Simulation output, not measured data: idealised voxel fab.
You're looking at the process module voxel self aligned contacts.
Section cut is 280 nm wide and gridded with 5 nm square cells.
Notation: cross-section as square-cell grid; stated in bands, top first, going down; one or more cell rows per band. In this notation a band is specified by the heights of its top and bottom, in that order and in nm, after which its materials appear from left to right, each paired with its width in nm. The word "full width" attached to a single material means that material fills the band from edge to edge; the word "empty" stands for empty space. Below 0: as-received wafer, all one material; heights counted from there. Lowest band: no bottom, goes on down, written "top 0, no bottom". Width: "30->40" (first number = top row, second number = bottom row, same change from row to row of cells). "remained the same", as given for a step, is the statement that not any cell of the cross-section underwent a change during that step. Entry "Encapsulated voids". Content: empty spaces with no open connection to the top, size 8 cells or greater. Each: width x height at distance. Distance: from left edge. Unit: nm. On a step's line, text after the settings is the simulator commenting on that step. The setting "overlay nm" may be written on the line of a step. When the step uses a mask, the value reports how far to the right of the planned place the mask lay, and a negative value reports that it lay to the left.
List of planned process steps
| 1 | RECEIVE,material Si |
| 2 | OXIDIZE,depth nm 5 |
| 3 | DIRECTIONAL_DEP,material polySi,thk nm 25 |
| 4 | DIRECTIONAL_DEP,material SiN,thk nm 20 |
| 5 | MASKED_ETCH,tone cover,mask id GATE,width nm 30,pitch nm 65,etch materials SiN,depth nm 20,overlay nm 0 |
| 6 | MASKED_ETCH,tone cover,mask id GATE,width nm 30,pitch nm 65,etch materials polySi,depth nm 25,overlay nm 0 |
| 7 | CONFORMAL_DEP,material SiN,thk nm 10 |
| 8 | DIRECTIONAL_ETCH,etch materials SiN,depth nm 10 |
| 9 | FILL_DEP,material SiO2,thk nm 10 |
| 10 | CMP,height nm 50 |
| 11 | PATTERN,tone open,mask id CONTACT,material resist,width nm 45,pitch nm 65,thk nm 15,overlay nm 0 |
| 12 | DIRECTIONAL_ETCH,etch materials SiO2,depth nm 55 |
| 13 | STRIP,etch materials resist |
| 14 | CONFORMAL_DEP,material TiN,thk nm 5 |
| 15 | FILL_DEP,material W,thk nm 5 |
| 16 | CMP,height nm 50 |
| 17 | CONFORMAL_DEP,material SiCN,thk nm 5 |
First wafer of two (run as planned)
Cross-section of the wafer as it came to us, i.e., already through step 1
* top 0, no bottom: Si full width
* Encapsulated voids: none
The wafer in cross-section once step 2 is complete
* top 0, bottom -5: SiO2 full width
* Below -5 it's all the same as before, nothing changed down there.
The wafer in cross-section once step 3 is complete
* top 25, bottom 0: polySi full width
* Below 0 it's all the same as before, nothing changed down there.
The wafer in cross-section once step 4 is complete
* top 45, bottom 25: SiN full width
* Below 25 it's all the same as before, nothing changed down there.
The wafer in cross-section once step 5 is complete
* top 45, bottom 25: empty 60 nm / SiN 30 nm / empty 35 nm / SiN 30 nm / empty 35 nm / SiN 30 nm / empty 60 nm
* Below 25 it's all the same as before, nothing changed down there.
The wafer in cross-section once step 6 is complete
* top 45, bottom 25: empty 60 nm / SiN 30 nm / empty 35 nm / SiN 30 nm / empty 35 nm / SiN 30 nm / empty 60 nm
* top 25, bottom 0: empty 60 nm / polySi 30 nm / empty 35 nm / polySi 30 nm / empty 35 nm / polySi 30 nm / empty 60 nm
* Below 0 it's all the same as before, nothing changed down there.
The wafer in cross-section once step 7 is complete
* top 55, bottom 25: empty 50 nm / SiN 50 nm / empty 15 nm / SiN 50 nm / empty 15 nm / SiN 50 nm / empty 50 nm
* top 25, bottom 10: empty 50 nm / SiN 10 nm / polySi 30 nm / SiN 10 nm / empty 15 nm / SiN 10 nm / polySi 30 nm / SiN 10 nm / empty 15 nm / SiN 10 nm / polySi 30 nm / SiN 10 nm / empty 50 nm
* top 10, bottom 0: SiN 60 nm / polySi 30 nm / SiN 35 nm / polySi 30 nm / SiN 35 nm / polySi 30 nm / SiN 60 nm
* Below 0 it's all the same as before, nothing changed down there.
The wafer in cross-section once step 8 is complete
* top 45, bottom 25: empty 50 nm / SiN 50 nm / empty 15 nm / SiN 50 nm / empty 15 nm / SiN 50 nm / empty 50 nm
* top 25, bottom 0: empty 50 nm / SiN 10 nm / polySi 30 nm / SiN 10 nm / empty 15 nm / SiN 10 nm / polySi 30 nm / SiN 10 nm / empty 15 nm / SiN 10 nm / polySi 30 nm / SiN 10 nm / empty 50 nm
* Below 0 it's all the same as before, nothing changed down there.
The wafer in cross-section once step 9 is complete
* top 55, bottom 45: SiO2 full width
* top 45, bottom 25: SiO2 50 nm / SiN 50 nm / SiO2 15 nm / SiN 50 nm / SiO2 15 nm / SiN 50 nm / SiO2 50 nm
* top 25, bottom 0: SiO2 50 nm / SiN 10 nm / polySi 30 nm / SiN 10 nm / SiO2 15 nm / SiN 10 nm / polySi 30 nm / SiN 10 nm / SiO2 15 nm / SiN 10 nm / polySi 30 nm / SiN 10 nm / SiO2 50 nm
* Below 0 it's all the same as before, nothing changed down there.
The wafer in cross-section once step 10 is complete
* top 50, bottom 45: SiO2 full width
* Below 45 it's all the same as before, nothing changed down there.
The wafer in cross-section once step 11 is complete
* top 65, bottom 50: resist 85 nm / empty 45 nm / resist 20 nm / empty 45 nm / resist 85 nm
* Below 50 it's all the same as before, nothing changed down there.
The wafer in cross-section once step 12 is complete
* top 65, bottom 50: resist 85 nm / empty 45 nm / resist 20 nm / empty 45 nm / resist 85 nm
* top 50, bottom 45: SiO2 85 nm / empty 45 nm / SiO2 20 nm / empty 45 nm / SiO2 85 nm
* top 45, bottom 25: SiO2 50 nm / SiN 50 nm / empty 15 nm / SiN 50 nm / empty 15 nm / SiN 50 nm / SiO2 50 nm
* top 25, bottom 0: SiO2 50 nm / SiN 10 nm / polySi 30 nm / SiN 10 nm / empty 15 nm / SiN 10 nm / polySi 30 nm / SiN 10 nm / empty 15 nm / SiN 10 nm / polySi 30 nm / SiN 10 nm / SiO2 50 nm
* top 0, bottom -5: SiO2 100 nm / empty 15 nm / SiO2 50 nm / empty 15 nm / SiO2 100 nm
* Below -5 it's all the same as before, nothing changed down there.
The wafer in cross-section once step 13 is complete
* top 50, bottom 45: SiO2 85 nm / empty 45 nm / SiO2 20 nm / empty 45 nm / SiO2 85 nm
* Below 45 it's all the same as before, nothing changed down there.
The wafer in cross-section once step 14 is complete
* top 55, bottom 50: TiN 90 nm / empty 35 nm / TiN 30 nm / empty 35 nm / TiN 90 nm
* top 50, bottom 45: SiO2 85 nm / TiN 20 nm / empty 5 nm / TiN 20 nm / SiO2 20 nm / TiN 20 nm / empty 5 nm / TiN 20 nm / SiO2 85 nm
* top 45, bottom 25: SiO2 50 nm / SiN 50 nm / TiN 5 nm / empty 5 nm / TiN 5 nm / SiN 50 nm / TiN 5 nm / empty 5 nm / TiN 5 nm / SiN 50 nm / SiO2 50 nm
* top 25, bottom 0: SiO2 50 nm / SiN 10 nm / polySi 30 nm / SiN 10 nm / TiN 5 nm / empty 5 nm / TiN 5 nm / SiN 10 nm / polySi 30 nm / SiN 10 nm / TiN 5 nm / empty 5 nm / TiN 5 nm / SiN 10 nm / polySi 30 nm / SiN 10 nm / SiO2 50 nm
* top 0, bottom -5: SiO2 100 nm / TiN 15 nm / SiO2 50 nm / TiN 15 nm / SiO2 100 nm
* Below -5 it's all the same as before, nothing changed down there.
The wafer in cross-section once step 15 is complete
* top 60, bottom 55: W full width
* top 55, bottom 50: TiN 90 nm / W 35 nm / TiN 30 nm / W 35 nm / TiN 90 nm
* top 50, bottom 45: SiO2 85 nm / TiN 20 nm / W 5 nm / TiN 20 nm / SiO2 20 nm / TiN 20 nm / W 5 nm / TiN 20 nm / SiO2 85 nm
* top 45, bottom 25: SiO2 50 nm / SiN 50 nm / TiN 5 nm / W 5 nm / TiN 5 nm / SiN 50 nm / TiN 5 nm / W 5 nm / TiN 5 nm / SiN 50 nm / SiO2 50 nm
* top 25, bottom 0: SiO2 50 nm / SiN 10 nm / polySi 30 nm / SiN 10 nm / TiN 5 nm / W 5 nm / TiN 5 nm / SiN 10 nm / polySi 30 nm / SiN 10 nm / TiN 5 nm / W 5 nm / TiN 5 nm / SiN 10 nm / polySi 30 nm / SiN 10 nm / SiO2 50 nm
* Below 0 it's all the same as before, nothing changed down there.
The wafer in cross-section once step 16 is complete
* top 50, bottom 45: SiO2 85 nm / TiN 20 nm / W 5 nm / TiN 20 nm / SiO2 20 nm / TiN 20 nm / W 5 nm / TiN 20 nm / SiO2 85 nm
* Below 45 it's all the same as before, nothing changed down there.
The wafer in cross-section once step 17 is complete
* top 55, bottom 50: SiCN full width
* Below 50 it's all the same as before, nothing changed down there.
Companion wafer, the second of two: same beginning, same intended sequence, one mistake in carrying it out; through step 3 inclusive it tracks the first exactly
Cross-section of the second wafer at the time by which step 4 should have been completed according to the plan
* top 50, bottom 25: SiN full width
* Below 25 it's all the same as before, nothing changed down there.
Cross-section of the second wafer at the time by which step 5 should have been completed according to the plan
* top 50, bottom 30: empty 60 nm / SiN 30 nm / empty 35 nm / SiN 30 nm / empty 35 nm / SiN 30 nm / empty 60 nm
* Below 30 it's all the same as before, nothing changed down there.
Cross-section of the second wafer at the time by which step 6 should have been completed according to the plan: remained the same
Cross-section of the second wafer at the time by which step 7 should have been completed according to the plan
* top 60, bottom 40: empty 50 nm / SiN 50 nm / empty 15 nm / SiN 50 nm / empty 15 nm / SiN 50 nm / empty 50 nm
* top 40, bottom 25: SiN full width
* Below 25 it's all the same as before, nothing changed down there.
Cross-section of the second wafer at the time by which step 8 should have been completed according to the plan
* top 50, bottom 30: empty 50 nm / SiN 50 nm / empty 15 nm / SiN 50 nm / empty 15 nm / SiN 50 nm / empty 50 nm
* Below 30 it's all the same as before, nothing changed down there.
Cross-section of the second wafer at the time by which step 9 should have been completed according to the plan
* top 60, bottom 50: SiO2 full width
* top 50, bottom 30: SiO2 50 nm / SiN 50 nm / SiO2 15 nm / SiN 50 nm / SiO2 15 nm / SiN 50 nm / SiO2 50 nm
* Below 30 it's all the same as before, nothing changed down there.
Cross-section of the second wafer at the time by which step 10 should have been completed according to the plan
* top 50, bottom 30: SiO2 50 nm / SiN 50 nm / SiO2 15 nm / SiN 50 nm / SiO2 15 nm / SiN 50 nm / SiO2 50 nm
* Below 30 it's all the same as before, nothing changed down there.
Cross-section of the second wafer at the time by which step 11 should have been completed according to the plan
* top 65, bottom 50: resist 85 nm / empty 45 nm / resist 20 nm / empty 45 nm / resist 85 nm
* Below 50 it's all the same as before, nothing changed down there.
Cross-section of the second wafer at the time by which step 12 should have been completed according to the plan
* top 65, bottom 50: resist 85 nm / empty 45 nm / resist 20 nm / empty 45 nm / resist 85 nm
* top 50, bottom 30: SiO2 50 nm / SiN 50 nm / empty 15 nm / SiN 50 nm / empty 15 nm / SiN 50 nm / SiO2 50 nm
* Below 30 it's all the same as before, nothing changed down there.
Cross-section of the second wafer at the time by which step 13 should have been completed according to the plan
* top 50, bottom 30: SiO2 50 nm / SiN 50 nm / empty 15 nm / SiN 50 nm / empty 15 nm / SiN 50 nm / SiO2 50 nm
* Below 30 it's all the same as before, nothing changed down there.
Cross-section of the second wafer at the time by which step 14 should have been completed according to the plan
* top 55, bottom 50: TiN 105 nm / empty 5 nm / TiN 60 nm / empty 5 nm / TiN 105 nm
* top 50, bottom 35: SiO2 50 nm / SiN 50 nm / TiN 5 nm / empty 5 nm / TiN 5 nm / SiN 50 nm / TiN 5 nm / empty 5 nm / TiN 5 nm / SiN 50 nm / SiO2 50 nm
* top 35, bottom 30: SiO2 50 nm / SiN 50 nm / TiN 15 nm / SiN 50 nm / TiN 15 nm / SiN 50 nm / SiO2 50 nm
* Below 30 it's all the same as before, nothing changed down there.
Cross-section of the second wafer at the time by which step 15 should have been completed according to the plan
* top 60, bottom 55: W full width
* top 55, bottom 50: TiN 105 nm / W 5 nm / TiN 60 nm / W 5 nm / TiN 105 nm
* top 50, bottom 35: SiO2 50 nm / SiN 50 nm / TiN 5 nm / W 5 nm / TiN 5 nm / SiN 50 nm / TiN 5 nm / W 5 nm / TiN 5 nm / SiN 50 nm / SiO2 50 nm
* Below 35 it's all the same as before, nothing changed down there.
Cross-section of the second wafer at the time by which step 16 should have been completed according to the plan
* top 50, bottom 35: SiO2 50 nm / SiN 50 nm / TiN 5 nm / W 5 nm / TiN 5 nm / SiN 50 nm / TiN 5 nm / W 5 nm / TiN 5 nm / SiN 50 nm / SiO2 50 nm
* Below 35 it's all the same as before, nothing changed down there.
Cross-section of the second wafer at the time by which step 17 should have been completed according to the plan
* top 55, bottom 50: SiCN full width
* Below 50 it's all the same as before, nothing changed down there.
what went wrong: note that step 4 departed from the planned setting and was carried out as DIRECTIONAL_DEP,material SiN,thk nm 25
It is noted that, at the conclusion of processing, the second wafer exhibits a higher or lower cell count for certain materials relative to the first: SiN -4, SiO2 -132, TiN -40, W -14, polySi +190
